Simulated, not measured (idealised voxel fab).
process module | voxel transistor to metal
cross-section cut | 200 nm wide | cells 5 nm
A cross-section is a grid of square cells, given in bands from the top down. A band is one or more rows of cells.
Each band's line starts with the height of the band's top and of its bottom, in nm. Then come its materials from left to right, each with its width in nm. One material with "throughout" fills the band from edge to edge. "air" is empty space.
Height 0 is the level under which the wafer as received is all one material. The lowest band goes on downwards, as in "0 down".
A width such as "30 to 40" changes by the same amount from each row of cells to the next, from the band's top row to its bottom row.
"no change" after a step means that no cell of the cross-section changed.
closed voids: empty space of 8 cells or more with no open way to the top, each as width x height at its distance from the left edge, in nm
after a step's settings: what the simulator itself notes on the step
overlay nm, on a step with a mask: how far to the right of its planned place the mask lay; to the left if negative
plan
1 op RECEIVE | material Si
2 op CONFORMAL_DEP | material SiO2 | thk nm 5
3 op CONFORMAL_DEP | material SiN | thk nm 15
4 op PATTERN | tone cover | mask id ACTIVE | material resist | width nm 105 | thk nm 15 | overlay nm 0
5 op DIRECTIONAL_ETCH | etch materials SiN | depth nm 15
6 op DIRECTIONAL_ETCH | etch materials SiO2 | depth nm 5
7 op DIRECTIONAL_ETCH | etch materials Si | depth nm 35
8 op STRIP | etch materials resist
9 op OXIDIZE | depth nm 5
10 op FILL_DEP | material SiO2 | thk nm 5
11 op CMP | height nm 20
12 op SELECTIVE_ETCH | etch materials SiO2 | depth nm 15
13 op STRIP | etch materials SiN
14 op SELECTIVE_ETCH | etch materials SiO2 | depth nm 5
15 op OXIDIZE | depth nm 5
16 op DIRECTIONAL_DEP | material polySi | thk nm 30
17 op DIRECTIONAL_DEP | material SiCN | thk nm 15
18 op DIRECTIONAL_DEP | material aC | thk nm 15
19 op PATTERN | tone cover | mask id GATE | material resist | width nm 15 | thk nm 30 | overlay nm 0
20 op DIRECTIONAL_ETCH | etch materials aC | depth nm 15
21 op STRIP | etch materials resist
22 op DIRECTIONAL_ETCH | etch materials SiCN | depth nm 25
23 op DIRECTIONAL_ETCH | etch materials polySi | depth nm 40
24 op STRIP | etch materials aC
25 op CONFORMAL_DEP | material SiN | thk nm 10
26 op DIRECTIONAL_ETCH | etch materials SiN | depth nm 10
27 op DIRECTIONAL_ETCH | etch materials SiO2 | depth nm 5
28 op DIRECTIONAL_ETCH | etch materials Si | depth nm 10
29 op EPI | material pSi | thk nm 15
30 op FILL_DEP | material SiO2 | thk nm 5
31 op CMP | height nm 45
32 op DIRECTIONAL_DEP | material SiO2 | thk nm 10
33 op MASKED_ETCH | tone open | mask id CONTACT | width nm 20 | pitch nm 75 | etch materials SiO2 | depth nm 55 | overlay nm 0
34 op CONFORMAL_DEP | material TiN | thk nm 5
35 op FILL_DEP | material Ru | thk nm 10
36 op CMP | height nm 55
37 op CONFORMAL_DEP | material SiCN | thk nm 5
38 op DIRECTIONAL_DEP | material SiO2 | thk nm 20
39 op MASKED_ETCH | tone open | mask id METAL_1 | width nm 20 | pitch nm 75 | etch materials SiO2 | depth nm 20 | overlay nm 0
40 op MASKED_ETCH | tone open | mask id METAL_1 | width nm 20 | pitch nm 75 | etch materials SiCN | depth nm 5 | overlay nm 0
41 op CONFORMAL_DEP | material TiN | thk nm 5
42 op FILL_DEP | material Cu | thk nm 5
43 op CMP | height nm 80
44 op CONFORMAL_DEP | material SiCN | thk nm 5
45 op DIRECTIONAL_DEP | material lowk | thk nm 35
46 op PATTERN | tone open | mask id METAL_2 | material resist | width nm 20 | pitch nm 75 | thk nm 15 | overlay nm 0
47 op DIRECTIONAL_ETCH | etch materials lowk | depth nm 20
48 op STRIP | etch materials resist
49 op MASKED_ETCH | tone open | mask id METAL_2_HOLES | width nm 15 | pitch nm 75 | etch materials lowk | depth nm 15 | overlay nm 0
50 op MASKED_ETCH | tone open | mask id METAL_2_HOLES | width nm 15 | pitch nm 75 | etch materials SiCN | depth nm 5 | overlay nm 0
51 op CONFORMAL_DEP | material TiN | thk nm 5
52 op FILL_DEP | material Ru | thk nm 5
53 op CMP | height nm 120
54 op CONFORMAL_DEP | material SiN | thk nm 5
first wafer, as planned
as received, after step 1
  0 down: Si throughout
  closed voids: none
after step 2
  5 to 0: SiO2 throughout
  below 0: unchanged
after step 3
  20 to 5: SiN throughout
  below 5: unchanged
after step 4
  35 to 20: air 45 | resist 105 | air 50
  below 20: unchanged
after step 5
  35 to 20: air 45 | resist 105 | air 50
  20 to 5: air 45 | SiN 105 | air 50
  below 5: unchanged
after step 6
  35 to 20: air 45 | resist 105 | air 50
  20 to 5: air 45 | SiN 105 | air 50
  5 to 0: air 45 | SiO2 105 | air 50
  below 0: unchanged
after step 7
  35 to 20: air 45 | resist 105 | air 50
  20 to 5: air 45 | SiN 105 | air 50
  5 to 0: air 45 | SiO2 105 | air 50
  0 to -35: air 45 | Si 105 | air 50
  below -35: unchanged
after step 8
  20 to 5: air 45 | SiN 105 | air 50
  below 5: unchanged
after step 9
  20 to 5: air 45 | SiN 105 | air 50
  5 to 0: air 45 | SiO2 105 | air 50
  0 to -35: air 45 | SiO2 5 | Si 95 | SiO2 5 | air 50
  -35 to -40: SiO2 50 | Si 95 | SiO2 55
  below -40: unchanged
after step 10
  25 to 20: SiO2 throughout
  20 to 5: SiO2 45 | SiN 105 | SiO2 50
  5 to 0: SiO2 throughout
  0 to -40: SiO2 50 | Si 95 | SiO2 55
  below -40: unchanged
after step 11
  20 to 5: SiO2 45 | SiN 105 | SiO2 50
  below 5: unchanged
after step 12
  20 to 5: air 45 | SiN 105 | air 50
  below 5: unchanged
after step 13
  5 to 0: SiO2 throughout
  below 0: unchanged
after step 14
  0 to -40: SiO2 50 | Si 95 | SiO2 55
  below -40: unchanged
after step 15
  0 to -5: SiO2 throughout
  below -5: unchanged
after step 16
  30 to 0: polySi throughout
  below 0: unchanged
after step 17
  45 to 30: SiCN throughout
  below 30: unchanged
after step 18
  60 to 45: aC throughout
  below 45: unchanged
after step 19
  90 to 60: air 90 | resist 15 | air 95
  below 60: unchanged
after step 20
  75 to 60: air 90 | resist 15 | air 95
  60 to 45: air 90 | aC 15 | air 95
  below 45: unchanged
after step 21
  60 to 45: air 90 | aC 15 | air 95
  below 45: unchanged
after step 22
  60 to 45: air 90 | aC 15 | air 95
  45 to 30: air 90 | SiCN 15 | air 95
  below 30: unchanged
after step 23
  60 to 45: air 90 | aC 15 | air 95
  45 to 30: air 90 | SiCN 15 | air 95
  30 to 0: air 90 | polySi 15 | air 95
  below 0: unchanged
after step 24
  45 to 30: air 90 | SiCN 15 | air 95
  below 30: unchanged
after step 25
  55 to 45: air 80 | SiN 35 | air 85
  45 to 30: air 80 | SiN 10 | SiCN 15 | SiN 10 | air 85
  30 to 10: air 80 | SiN 10 | polySi 15 | SiN 10 | air 85
  10 to 0: SiN 90 | polySi 15 | SiN 95
  below 0: unchanged
after step 26
  45 to 30: air 80 | SiN 10 | SiCN 15 | SiN 10 | air 85
  30 to 0: air 80 | SiN 10 | polySi 15 | SiN 10 | air 85
  below 0: unchanged
after step 27
  45 to 30: air 80 | SiN 10 | SiCN 15 | SiN 10 | air 85
  30 to 0: air 80 | SiN 10 | polySi 15 | SiN 10 | air 85
  0 to -5: air 80 | SiO2 35 | air 85
  below -5: unchanged
after step 28
  45 to 30: air 80 | SiN 10 | SiCN 15 | SiN 10 | air 85
  30 to 0: air 80 | SiN 10 | polySi 15 | SiN 10 | air 85
  0 to -5: air 80 | SiO2 35 | air 85
  -5 to -15: SiO2 50 | air 30 | Si 35 | air 30 | SiO2 55
  below -15: unchanged
after step 29
  45 to 30: air 80 | SiN 10 | SiCN 15 | SiN 10 | air 85
  30 to 10: air 80 | SiN 10 | polySi 15 | SiN 10 | air 85
  10 to 0: air 65 | pSi 15 | SiN 10 | polySi 15 | SiN 10 | pSi 15 | air 70
  0 to -5: air 45 | pSi 35 | SiO2 35 | pSi 35 | air 50
  -5 to -15: SiO2 50 | pSi 30 | Si 35 | pSi 30 | SiO2 55
  below -15: unchanged
after step 30
  50 to 45: SiO2 throughout
  45 to 30: SiO2 80 | SiN 10 | SiCN 15 | SiN 10 | SiO2 85
  30 to 10: SiO2 80 | SiN 10 | polySi 15 | SiN 10 | SiO2 85
  10 to 0: SiO2 65 | pSi 15 | SiN 10 | polySi 15 | SiN 10 | pSi 15 | SiO2 70
  0 to -5: SiO2 45 | pSi 35 | SiO2 35 | pSi 35 | SiO2 50
  below -5: unchanged
after step 31
  45 to 30: SiO2 80 | SiN 10 | SiCN 15 | SiN 10 | SiO2 85
  below 30: unchanged
after step 32
  55 to 45: SiO2 throughout
  below 45: unchanged
after step 33
  55 to 45: SiO2 50 | air 20 | SiO2 55 | air 20 | SiO2 55
  45 to 30: SiO2 50 | air 20 | SiO2 10 | SiN 10 | SiCN 15 | SiN 10 | SiO2 10 | air 20 | SiO2 55
  30 to 10: SiO2 50 | air 20 | SiO2 10 | SiN 10 | polySi 15 | SiN 10 | SiO2 10 | air 20 | SiO2 55
  10 to 0: SiO2 50 | air 15 | pSi 15 | SiN 10 | polySi 15 | SiN 10 | pSi 15 | air 15 | SiO2 55
  below 0: unchanged
after step 34
  60 to 55: TiN 55 | air 10 | TiN 65 | air 10 | TiN 60
  55 to 45: SiO2 50 | TiN 5 | air 10 | TiN 5 | SiO2 55 | TiN 5 | air 10 | TiN 5 | SiO2 55
  45 to 30: SiO2 50 | TiN 5 | air 10 | TiN 5 | SiO2 10 | SiN 10 | SiCN 15 | SiN 10 | SiO2 10 | TiN 5 | air 10 | TiN 5 | SiO2 55
  30 to 15: SiO2 50 | TiN 5 | air 10 | TiN 5 | SiO2 10 | SiN 10 | polySi 15 | SiN 10 | SiO2 10 | TiN 5 | air 10 | TiN 5 | SiO2 55
  15 to 10: SiO2 50 | TiN 5 | air 5 | TiN 10 | SiO2 10 | SiN 10 | polySi 15 | SiN 10 | SiO2 10 | TiN 10 | air 5 | TiN 5 | SiO2 55
  10 to 5: SiO2 50 | TiN 5 | air 5 | TiN 5 | pSi 15 | SiN 10 | polySi 15 | SiN 10 | pSi 15 | TiN 5 | air 5 | TiN 5 | SiO2 55
  5 to 0: SiO2 50 | TiN 15 | pSi 15 | SiN 10 | polySi 15 | SiN 10 | pSi 15 | TiN 15 | SiO2 55
  below 0: unchanged
after step 35
  70 to 60: Ru throughout
  60 to 55: TiN 55 | Ru 10 | TiN 65 | Ru 10 | TiN 60
  55 to 45: SiO2 50 | TiN 5 | Ru 10 | TiN 5 | SiO2 55 | TiN 5 | Ru 10 | TiN 5 | SiO2 55
  45 to 30: SiO2 50 | TiN 5 | Ru 10 | TiN 5 | SiO2 10 | SiN 10 | SiCN 15 | SiN 10 | SiO2 10 | TiN 5 | Ru 10 | TiN 5 | SiO2 55
  30 to 15: SiO2 50 | TiN 5 | Ru 10 | TiN 5 | SiO2 10 | SiN 10 | polySi 15 | SiN 10 | SiO2 10 | TiN 5 | Ru 10 | TiN 5 | SiO2 55
  15 to 10: SiO2 50 | TiN 5 | Ru 5 | TiN 10 | SiO2 10 | SiN 10 | polySi 15 | SiN 10 | SiO2 10 | TiN 10 | Ru 5 | TiN 5 | SiO2 55
  10 to 5: SiO2 50 | TiN 5 | Ru 5 | TiN 5 | pSi 15 | SiN 10 | polySi 15 | SiN 10 | pSi 15 | TiN 5 | Ru 5 | TiN 5 | SiO2 55
  below 5: unchanged
after step 36
  55 to 45: SiO2 50 | TiN 5 | Ru 10 | TiN 5 | SiO2 55 | TiN 5 | Ru 10 | TiN 5 | SiO2 55
  below 45: unchanged
after step 37
  60 to 55: SiCN throughout
  below 55: unchanged
after step 38
  80 to 60: SiO2 throughout
  below 60: unchanged
after step 39
  80 to 60: SiO2 50 | air 20 | SiO2 55 | air 20 | SiO2 55
  below 60: unchanged
after step 40
  80 to 60: SiO2 50 | air 20 | SiO2 55 | air 20 | SiO2 55
  60 to 55: SiCN 50 | air 20 | SiCN 55 | air 20 | SiCN 55
  below 55: unchanged
after step 41
  85 to 80: TiN 55 | air 10 | TiN 65 | air 10 | TiN 60
  80 to 60: SiO2 50 | TiN 5 | air 10 | TiN 5 | SiO2 55 | TiN 5 | air 10 | TiN 5 | SiO2 55
  60 to 55: SiCN 50 | TiN 20 | SiCN 55 | TiN 20 | SiCN 55
  below 55: unchanged
after step 42
  90 to 85: Cu throughout
  85 to 80: TiN 55 | Cu 10 | TiN 65 | Cu 10 | TiN 60
  80 to 60: SiO2 50 | TiN 5 | Cu 10 | TiN 5 | SiO2 55 | TiN 5 | Cu 10 | TiN 5 | SiO2 55
  below 60: unchanged
after step 43
  80 to 60: SiO2 50 | TiN 5 | Cu 10 | TiN 5 | SiO2 55 | TiN 5 | Cu 10 | TiN 5 | SiO2 55
  below 60: unchanged
after step 44
  85 to 80: SiCN throughout
  below 80: unchanged
after step 45
  120 to 85: lowk throughout
  below 85: unchanged
after step 46
  135 to 120: resist 50 | air 20 | resist 55 | air 20 | resist 55
  below 120: unchanged
after step 47
  135 to 120: resist 50 | air 20 | resist 55 | air 20 | resist 55
  120 to 100: lowk 50 | air 20 | lowk 55 | air 20 | lowk 55
  below 100: unchanged
after step 48
  120 to 100: lowk 50 | air 20 | lowk 55 | air 20 | lowk 55
  below 100: unchanged
after step 49
  120 to 100: lowk 50 | air 20 | lowk 55 | air 20 | lowk 55
  100 to 85: lowk 50 | air 15 | lowk 60 | air 15 | lowk 60
  below 85: unchanged
after step 50
  120 to 100: lowk 50 | air 20 | lowk 55 | air 20 | lowk 55
  100 to 85: lowk 50 | air 15 | lowk 60 | air 15 | lowk 60
  85 to 80: SiCN 50 | air 15 | SiCN 60 | air 15 | SiCN 60
  below 80: unchanged
after step 51
  125 to 120: TiN 55 | air 10 | TiN 65 | air 10 | TiN 60
  120 to 105: lowk 50 | TiN 5 | air 10 | TiN 5 | lowk 55 | TiN 5 | air 10 | TiN 5 | lowk 55
  105 to 100: lowk 50 | TiN 5 | air 5 | TiN 10 | lowk 55 | TiN 5 | air 5 | TiN 10 | lowk 55
  100 to 85: lowk 50 | TiN 5 | air 5 | TiN 5 | lowk 60 | TiN 5 | air 5 | TiN 5 | lowk 60
  85 to 80: SiCN 50 | TiN 15 | SiCN 60 | TiN 15 | SiCN 60
  below 80: unchanged
after step 52
  130 to 125: Ru throughout
  125 to 120: TiN 55 | Ru 10 | TiN 65 | Ru 10 | TiN 60
  120 to 105: lowk 50 | TiN 5 | Ru 10 | TiN 5 | lowk 55 | TiN 5 | Ru 10 | TiN 5 | lowk 55
  105 to 100: lowk 50 | TiN 5 | Ru 5 | TiN 10 | lowk 55 | TiN 5 | Ru 5 | TiN 10 | lowk 55
  100 to 85: lowk 50 | TiN 5 | Ru 5 | TiN 5 | lowk 60 | TiN 5 | Ru 5 | TiN 5 | lowk 60
  below 85: unchanged
after step 53
  120 to 105: lowk 50 | TiN 5 | Ru 10 | TiN 5 | lowk 55 | TiN 5 | Ru 10 | TiN 5 | lowk 55
  below 105: unchanged
after step 54
  125 to 120: SiN throughout
  below 120: unchanged
second wafer: like start, like plan, one mistake. Through step 28 it matches the first wafer
when step 29 should have ended
  45 to 30: air 80 | SiN 10 | SiCN 15 | SiN 10 | air 85
  30 to 15: air 80 | SiN 10 | polySi 15 | SiN 10 | air 85
  15 to 5: air 60 | pSi 20 | SiN 10 | polySi 15 | SiN 10 | pSi 20 | air 65
  5 to 0: air 40 | pSi 40 | SiN 10 | polySi 15 | SiN 10 | pSi 40 | air 45
  0 to -5: air 40 | pSi 40 | SiO2 35 | pSi 40 | air 45
  -5 to -15: SiO2 50 | pSi 30 | Si 35 | pSi 30 | SiO2 55
  below -15: unchanged
when step 30 should have ended
  50 to 45: SiO2 throughout
  45 to 30: SiO2 80 | SiN 10 | SiCN 15 | SiN 10 | SiO2 85
  30 to 15: SiO2 80 | SiN 10 | polySi 15 | SiN 10 | SiO2 85
  15 to 5: SiO2 60 | pSi 20 | SiN 10 | polySi 15 | SiN 10 | pSi 20 | SiO2 65
  5 to 0: SiO2 40 | pSi 40 | SiN 10 | polySi 15 | SiN 10 | pSi 40 | SiO2 45
  0 to -5: SiO2 40 | pSi 40 | SiO2 35 | pSi 40 | SiO2 45
  below -5: unchanged
when step 31 should have ended
  45 to 30: SiO2 80 | SiN 10 | SiCN 15 | SiN 10 | SiO2 85
  below 30: unchanged
when step 32 should have ended
  55 to 45: SiO2 throughout
  below 45: unchanged
when step 33 should have ended
  55 to 45: SiO2 50 | air 20 | SiO2 55 | air 20 | SiO2 55
  45 to 30: SiO2 50 | air 20 | SiO2 10 | SiN 10 | SiCN 15 | SiN 10 | SiO2 10 | air 20 | SiO2 55
  30 to 15: SiO2 50 | air 20 | SiO2 10 | SiN 10 | polySi 15 | SiN 10 | SiO2 10 | air 20 | SiO2 55
  15 to 5: SiO2 50 | air 10 | pSi 20 | SiN 10 | polySi 15 | SiN 10 | pSi 20 | air 10 | SiO2 55
  below 5: unchanged
when step 34 should have ended
  60 to 55: TiN 55 | air 10 | TiN 65 | air 10 | TiN 60
  55 to 45: SiO2 50 | TiN 5 | air 10 | TiN 5 | SiO2 55 | TiN 5 | air 10 | TiN 5 | SiO2 55
  45 to 30: SiO2 50 | TiN 5 | air 10 | TiN 5 | SiO2 10 | SiN 10 | SiCN 15 | SiN 10 | SiO2 10 | TiN 5 | air 10 | TiN 5 | SiO2 55
  30 to 20: SiO2 50 | TiN 5 | air 10 | TiN 5 | SiO2 10 | SiN 10 | polySi 15 | SiN 10 | SiO2 10 | TiN 5 | air 10 | TiN 5 | SiO2 55
  20 to 15: SiO2 50 | TiN 20 | SiO2 10 | SiN 10 | polySi 15 | SiN 10 | SiO2 10 | TiN 20 | SiO2 55
  15 to 5: SiO2 50 | TiN 10 | pSi 20 | SiN 10 | polySi 15 | SiN 10 | pSi 20 | TiN 10 | SiO2 55
  below 5: unchanged
when step 35 should have ended
  70 to 60: Ru throughout
  60 to 55: TiN 55 | Ru 10 | TiN 65 | Ru 10 | TiN 60
  55 to 45: SiO2 50 | TiN 5 | Ru 10 | TiN 5 | SiO2 55 | TiN 5 | Ru 10 | TiN 5 | SiO2 55
  45 to 30: SiO2 50 | TiN 5 | Ru 10 | TiN 5 | SiO2 10 | SiN 10 | SiCN 15 | SiN 10 | SiO2 10 | TiN 5 | Ru 10 | TiN 5 | SiO2 55
  30 to 20: SiO2 50 | TiN 5 | Ru 10 | TiN 5 | SiO2 10 | SiN 10 | polySi 15 | SiN 10 | SiO2 10 | TiN 5 | Ru 10 | TiN 5 | SiO2 55
  below 20: unchanged
when step 36 should have ended
  55 to 45: SiO2 50 | TiN 5 | Ru 10 | TiN 5 | SiO2 55 | TiN 5 | Ru 10 | TiN 5 | SiO2 55
  below 45: unchanged
when step 37 should have ended
  60 to 55: SiCN throughout
  below 55: unchanged
when step 38 should have ended
  80 to 60: SiO2 throughout
  below 60: unchanged
when step 39 should have ended
  80 to 60: SiO2 50 | air 20 | SiO2 55 | air 20 | SiO2 55
  below 60: unchanged
when step 40 should have ended
  80 to 60: SiO2 50 | air 20 | SiO2 55 | air 20 | SiO2 55
  60 to 55: SiCN 50 | air 20 | SiCN 55 | air 20 | SiCN 55
  below 55: unchanged
when step 41 should have ended
  85 to 80: TiN 55 | air 10 | TiN 65 | air 10 | TiN 60
  80 to 60: SiO2 50 | TiN 5 | air 10 | TiN 5 | SiO2 55 | TiN 5 | air 10 | TiN 5 | SiO2 55
  60 to 55: SiCN 50 | TiN 20 | SiCN 55 | TiN 20 | SiCN 55
  below 55: unchanged
when step 42 should have ended
  90 to 85: Cu throughout
  85 to 80: TiN 55 | Cu 10 | TiN 65 | Cu 10 | TiN 60
  80 to 60: SiO2 50 | TiN 5 | Cu 10 | TiN 5 | SiO2 55 | TiN 5 | Cu 10 | TiN 5 | SiO2 55
  below 60: unchanged
when step 43 should have ended
  80 to 60: SiO2 50 | TiN 5 | Cu 10 | TiN 5 | SiO2 55 | TiN 5 | Cu 10 | TiN 5 | SiO2 55
  below 60: unchanged
when step 44 should have ended
  85 to 80: SiCN throughout
  below 80: unchanged
when step 45 should have ended
  120 to 85: lowk throughout
  below 85: unchanged
when step 46 should have ended
  135 to 120: resist 50 | air 20 | resist 55 | air 20 | resist 55
  below 120: unchanged
when step 47 should have ended
  135 to 120: resist 50 | air 20 | resist 55 | air 20 | resist 55
  120 to 100: lowk 50 | air 20 | lowk 55 | air 20 | lowk 55
  below 100: unchanged
when step 48 should have ended
  120 to 100: lowk 50 | air 20 | lowk 55 | air 20 | lowk 55
  below 100: unchanged
when step 49 should have ended
  120 to 100: lowk 50 | air 20 | lowk 55 | air 20 | lowk 55
  100 to 85: lowk 50 | air 15 | lowk 60 | air 15 | lowk 60
  below 85: unchanged
when step 50 should have ended
  120 to 100: lowk 50 | air 20 | lowk 55 | air 20 | lowk 55
  100 to 85: lowk 50 | air 15 | lowk 60 | air 15 | lowk 60
  85 to 80: SiCN 50 | air 15 | SiCN 60 | air 15 | SiCN 60
  below 80: unchanged
when step 51 should have ended
  125 to 120: TiN 55 | air 10 | TiN 65 | air 10 | TiN 60
  120 to 105: lowk 50 | TiN 5 | air 10 | TiN 5 | lowk 55 | TiN 5 | air 10 | TiN 5 | lowk 55
  105 to 100: lowk 50 | TiN 5 | air 5 | TiN 10 | lowk 55 | TiN 5 | air 5 | TiN 10 | lowk 55
  100 to 85: lowk 50 | TiN 5 | air 5 | TiN 5 | lowk 60 | TiN 5 | air 5 | TiN 5 | lowk 60
  85 to 80: SiCN 50 | TiN 15 | SiCN 60 | TiN 15 | SiCN 60
  below 80: unchanged
when step 52 should have ended
  130 to 125: Ru throughout
  125 to 120: TiN 55 | Ru 10 | TiN 65 | Ru 10 | TiN 60
  120 to 105: lowk 50 | TiN 5 | Ru 10 | TiN 5 | lowk 55 | TiN 5 | Ru 10 | TiN 5 | lowk 55
  105 to 100: lowk 50 | TiN 5 | Ru 5 | TiN 10 | lowk 55 | TiN 5 | Ru 5 | TiN 10 | lowk 55
  100 to 85: lowk 50 | TiN 5 | Ru 5 | TiN 5 | lowk 60 | TiN 5 | Ru 5 | TiN 5 | lowk 60
  below 85: unchanged
when step 53 should have ended
  120 to 105: lowk 50 | TiN 5 | Ru 10 | TiN 5 | lowk 55 | TiN 5 | Ru 10 | TiN 5 | lowk 55
  below 105: unchanged
when step 54 should have ended
  125 to 120: SiN throughout
  below 120: unchanged
what went wrong: step 29 ran as: op EPI | material pSi | thk nm 20
at the end the second wafer has, in cells: 8 fewer of Ru | 10 fewer of SiO2 | 4 fewer of TiN | 22 more of pSi
